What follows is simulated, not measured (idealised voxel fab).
This is a process module. Its name is voxel wiring stack.
The cross-section shown here is cut; it is 260 nm wide and divided into square cells measuring 5 nm on a side.
Bands, listed from the top down, are how a cross-section gets written in this document; the cross-section itself is a grid of square cells, and a band is one or more rows of them. Top height, bottom height, nm. Materials left to right, width each, nm. Single material + "throughout" = fills band edge to edge. "empty" = empty. All heights in this document are referenced to 0, defined as the level beneath which the wafer, as received, consists entirely of one material. The lowest band is not bounded below; it extends indefinitely downward and is written in the form "0 nm and below". Width: "30 to 40" (first number = top row, second number = bottom row, same change from row to row of cells). Basically "nothing got changed" means that step didn't change any cell in the cross-section. Each empty space that has no open way to the top and spans at least 8 cells appears under "Completely sealed voids" as width x height at distance, the distance counted from the left edge, all in nm. Where a step's line continues beyond its settings, the continuation is a remark by the simulator itself on that step. The setting "overlay nm" may be written on the line of a step. When the step uses a mask, the value reports how far to the right of the planned place the mask lay, and a negative value reports that it lay to the left.

### These are the steps we planned for the process
1,RECEIVE, material Si
2,CONFORMAL_DEP, material SiO2, thk nm 10
3,CONFORMAL_DEP, material SiCN, thk nm 5
4,DIRECTIONAL_DEP, material SiO2, thk nm 20
5,PATTERN, tone open, mask id METAL_1, material resist, width nm 25, pitch nm 40, thk nm 15, overlay nm 0
6,DIRECTIONAL_ETCH, etch materials SiO2, depth nm 20
7,DIRECTIONAL_ETCH, etch materials SiCN, depth nm 5
8,STRIP, etch materials resist
9,CONFORMAL_DEP, material TiN, thk nm 5
10,FILL_DEP, material W, thk nm 10
11,CMP, height nm 35
12,CONFORMAL_DEP, material SiCN, thk nm 5
13,DIRECTIONAL_DEP, material SiO2, thk nm 25
14,PATTERN, tone open, mask id METAL_2, material resist, width nm 25, pitch nm 40, thk nm 20, overlay nm 0
15,DIRECTIONAL_ETCH, etch materials SiO2, depth nm 15
16,STRIP, etch materials resist
17,PATTERN, tone open, mask id METAL_2_HOLES, material resist, width nm 15, pitch nm 80, thk nm 20, overlay nm 0
18,DIRECTIONAL_ETCH, etch materials SiO2, depth nm 10
19,DIRECTIONAL_ETCH, etch materials SiCN, depth nm 5
20,STRIP, etch materials resist
21,CONFORMAL_DEP, material TiN, thk nm 5
22,FILL_DEP, material Cu, thk nm 10
23,CMP, height nm 65
24,CONFORMAL_DEP, material SiN, thk nm 5

### Step 1 complete: cross-section of the wafer as received
- 0 nm and below: Si throughout
- Completely sealed voids: none

### Module complete - cross-section of the first of two wafers, run according to plan
- 70 nm to 65 nm: SiN throughout
- 65 nm to 55 nm: SiO2: 55, then TiN: 5, then Cu: 15, then TiN: 5, then SiO2: 15, then TiN: 5, then Cu: 15, then TiN: 5, then SiO2: 15, then TiN: 5, then Cu: 15, then TiN: 5, then SiO2: 15, then TiN: 5, then Cu: 15, then TiN: 5, then SiO2: 60
- 55 nm to 50 nm: SiO2: 55, then TiN: 5, then Cu: 5, then TiN: 15, then SiO2: 15, then TiN: 25, then SiO2: 15, then TiN: 5, then Cu: 5, then TiN: 15, then SiO2: 15, then TiN: 25, then SiO2: 60
- 50 nm to 40 nm: SiO2: 55, then TiN: 5, then Cu: 5, then TiN: 5, then SiO2: 65, then TiN: 5, then Cu: 5, then TiN: 5, then SiO2: 110
- 40 nm to 35 nm: SiCN: 55, then TiN: 15, then SiCN: 65, then TiN: 15, then SiCN: 110
- 35 nm to 15 nm: SiO2: 55, then TiN: 5, then W: 15, then TiN: 5, then SiO2: 15, then TiN: 5, then W: 15, then TiN: 5, then SiO2: 15, then TiN: 5, then W: 15, then TiN: 5, then SiO2: 15, then TiN: 5, then W: 15, then TiN: 5, then SiO2: 60
- 15 nm to 10 nm: SiCN: 55, then TiN: 25, then SiCN: 15, then TiN: 25, then SiCN: 15, then TiN: 25, then SiCN: 15, then TiN: 25, then SiCN: 60
- 10 nm to 0 nm: SiO2 throughout
- 0 nm and below: Si throughout
- Completely sealed voids: none

### Second of two wafers, module complete, sectioned: it shares the first wafer's start and plan but was run with one mistake
- 85 nm to 80 nm: SiN throughout
- 80 nm to 70 nm: Cu throughout
- 70 nm to 65 nm: TiN: 60, then Cu: 15, then TiN: 25, then Cu: 15, then TiN: 25, then Cu: 15, then TiN: 25, then Cu: 15, then TiN: 65
- 65 nm to 55 nm: SiO2: 55, then TiN: 5, then Cu: 15, then TiN: 5, then SiO2: 15, then TiN: 5, then Cu: 15, then TiN: 5, then SiO2: 15, then TiN: 5, then Cu: 15, then TiN: 5, then SiO2: 15, then TiN: 5, then Cu: 15, then TiN: 5, then SiO2: 60
- 55 nm to 50 nm: SiO2: 55, then TiN: 5, then Cu: 5, then TiN: 15, then SiO2: 15, then TiN: 25, then SiO2: 15, then TiN: 5, then Cu: 5, then TiN: 15, then SiO2: 15, then TiN: 25, then SiO2: 60
- 50 nm to 40 nm: SiO2: 55, then TiN: 5, then Cu: 5, then TiN: 5, then SiO2: 65, then TiN: 5, then Cu: 5, then TiN: 5, then SiO2: 110
- 40 nm to 35 nm: SiCN: 55, then TiN: 15, then SiCN: 65, then TiN: 15, then SiCN: 110
- 35 nm to 15 nm: SiO2: 55, then TiN: 5, then W: 15, then TiN: 5, then SiO2: 15, then TiN: 5, then W: 15, then TiN: 5, then SiO2: 15, then TiN: 5, then W: 15, then TiN: 5, then SiO2: 15, then TiN: 5, then W: 15, then TiN: 5, then SiO2: 60
- 15 nm to 10 nm: SiCN: 55, then TiN: 25, then SiCN: 15, then TiN: 25, then SiCN: 15, then TiN: 25, then SiCN: 15, then TiN: 25, then SiCN: 60
- 10 nm to 0 nm: SiO2 throughout
- 0 nm and below: Si throughout
- Completely sealed voids: none
Processing error: step 23 of the plan did not run at all; it was left out
Final wafer comparison in cells, second versus first, more or fewer per material: Cu: 116 more; TiN: 40 more
